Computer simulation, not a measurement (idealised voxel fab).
This section sets out a process module, namely voxel capacitor over wiring.
Cross-section cut: width 220 nm, square cells of 5 nm.
Cross-section spec: square-cell grid; bands listed top down; each band is one or more rows. It is stipulated that each band's entry specify, in nanometres, the height of the top of the band and then that of its bottom, followed by the materials of the band in left-to-right sequence, each together with its width in nanometres. A single material marked by the word "all across" is understood to fill the band from edge to edge; the word "empty" is understood to denote empty space. Heads up on the height convention: 0 is the point under which the incoming wafer is all one material, and the lowest band has no bottom, it just keeps going down, like "top 0, no bottom". The notation "30->40" denotes a width that varies across the rows of cells in the band, beginning at the first number in the top row, finishing at the second number in the bottom row, and changing by an identical amount from each row to the next. Step marked "nothing changed"? Then no cell in the cross-section changed in it. Each empty space that has no open way to the top and spans at least 8 cells appears under "Entrapped voids" as width x height at distance, the distance counted from the left edge, all in nm. Heads up: the bit after the settings on a step's line is the simulator's remark on that step. overlay nm: how far to the right of its planned place the mask lay on this masked step (negative: to the left).
So here's the lineup of process steps we planned
| 1 | RECEIVE (material Si) |
| 2 | CONFORMAL_DEP (material SiO2; thk nm 15) |
| 3 | CONFORMAL_DEP (material SiN; thk nm 5) |
| 4 | DIRECTIONAL_DEP (material SiO2; thk nm 15) |
| 5 | DIRECTIONAL_DEP (material aC; thk nm 10) |
| 6 | PATTERN (tone open; mask id METAL_1; material resist; width nm 25; pitch nm 95; thk nm 30; overlay nm 0) |
| 7 | DIRECTIONAL_ETCH (etch materials aC; depth nm 10) |
| 8 | STRIP (etch materials resist) |
| 9 | DIRECTIONAL_ETCH (etch materials SiO2; depth nm 15) |
| 10 | DIRECTIONAL_ETCH (etch materials SiN; depth nm 5) |
| 11 | STRIP (etch materials aC) |
| 12 | CONFORMAL_DEP (material TiN; thk nm 5) |
| 13 | FILL_DEP (material W; thk nm 10) |
| 14 | CMP (height nm 35) |
| 15 | CONFORMAL_DEP (material SiCN; thk nm 5) |
| 16 | DIRECTIONAL_DEP (material lowk; thk nm 15) |
| 17 | MASKED_ETCH (tone open; mask id PLUG_1; width nm 15; etch materials lowk; depth nm 15; overlay nm 0) |
| 18 | MASKED_ETCH (tone open; mask id PLUG_1; width nm 15; etch materials SiCN; depth nm 5; overlay nm 0) |
| 19 | EPI (material Ru; thk nm 10) |
| 20 | EPI (material Ru; thk nm 10) |
| 21 | DIRECTIONAL_DEP (material TiN; thk nm 5) |
| 22 | DIRECTIONAL_DEP (material HfO2; thk nm 5) |
| 23 | DIRECTIONAL_DEP (material TiN; thk nm 5) |
| 24 | DIRECTIONAL_DEP (material aC; thk nm 10) |
| 25 | PATTERN (tone cover; mask id UPPER_PLATE; material resist; width nm 75; thk nm 30; overlay nm 0) |
| 26 | DIRECTIONAL_ETCH (etch materials aC; depth nm 10) |
| 27 | STRIP (etch materials resist) |
| 28 | DIRECTIONAL_ETCH (etch materials TiN; depth nm 5) |
| 29 | DIRECTIONAL_ETCH (etch materials HfO2; depth nm 5) |
| 30 | STRIP (etch materials aC) |
| 31 | PATTERN (tone cover; mask id LOWER_PLATE; material resist; width nm 85; thk nm 15; overlay nm 0) |
| 32 | DIRECTIONAL_ETCH (etch materials TiN; depth nm 5) |
| 33 | STRIP (etch materials resist) |
| 34 | FILL_DEP (material SiO2; thk nm 20) |
| 35 | CMP (height nm 85) |
| 36 | DIRECTIONAL_DEP (material aC; thk nm 10) |
| 37 | PATTERN (tone open; mask id PLUG_2; material resist; width nm 15; thk nm 30; overlay nm 0) |
| 38 | DIRECTIONAL_ETCH (etch materials aC; depth nm 10) |
| 39 | STRIP (etch materials resist) |
| 40 | DIRECTIONAL_ETCH (etch materials SiO2; depth nm 15) |
| 41 | STRIP (etch materials aC) |
| 42 | CONFORMAL_DEP (material TiN; thk nm 5) |
| 43 | FILL_DEP (material Cu; thk nm 10) |
| 44 | CMP (height nm 85) |
| 45 | CONFORMAL_DEP (material SiCN; thk nm 5) |
Cross-sectional view of the wafer in its as-received condition, corresponding to the state after step 1
top 0, no bottom = Si all across
Entrapped voids: none
Starting structure and process plan are as shown above, but one mistake was made in running the module; the wafer cross-section at the end of the module follows
top 90, bottom 85 = SiCN all across
top 85, bottom 75 = 70 nm SiO2, 5 nm TiN, 5 nm Cu, 5 nm TiN, 135 nm SiO2
top 75, bottom 70 = 70 nm SiO2, 15 nm TiN, 135 nm SiO2
top 70, bottom 65 = SiO2 all across
top 65, bottom 60 = 60 nm SiO2, 75 nm TiN, 85 nm SiO2
top 60, bottom 55 = 60 nm SiO2, 75 nm HfO2, 85 nm SiO2
top 55, bottom 40 = 60 nm lowk, 15 nm Ru, 145 nm lowk
top 40, bottom 35 = 60 nm SiCN, 15 nm Ru, 145 nm SiCN
top 35, bottom 20 = 50 nm SiO2, 5 nm TiN, 15 nm W, 5 nm TiN, 70 nm SiO2, 5 nm TiN, 15 nm W, 5 nm TiN, 50 nm SiO2
top 20, bottom 15 = 50 nm SiN, 25 nm TiN, 70 nm SiN, 25 nm TiN, 50 nm SiN
top 15, bottom 0 = SiO2 all across
top 0, no bottom = Si all across
Entrapped voids: none
Which mistake was made when the wafer was run? step 21 of the plan was bypassed and not carried out
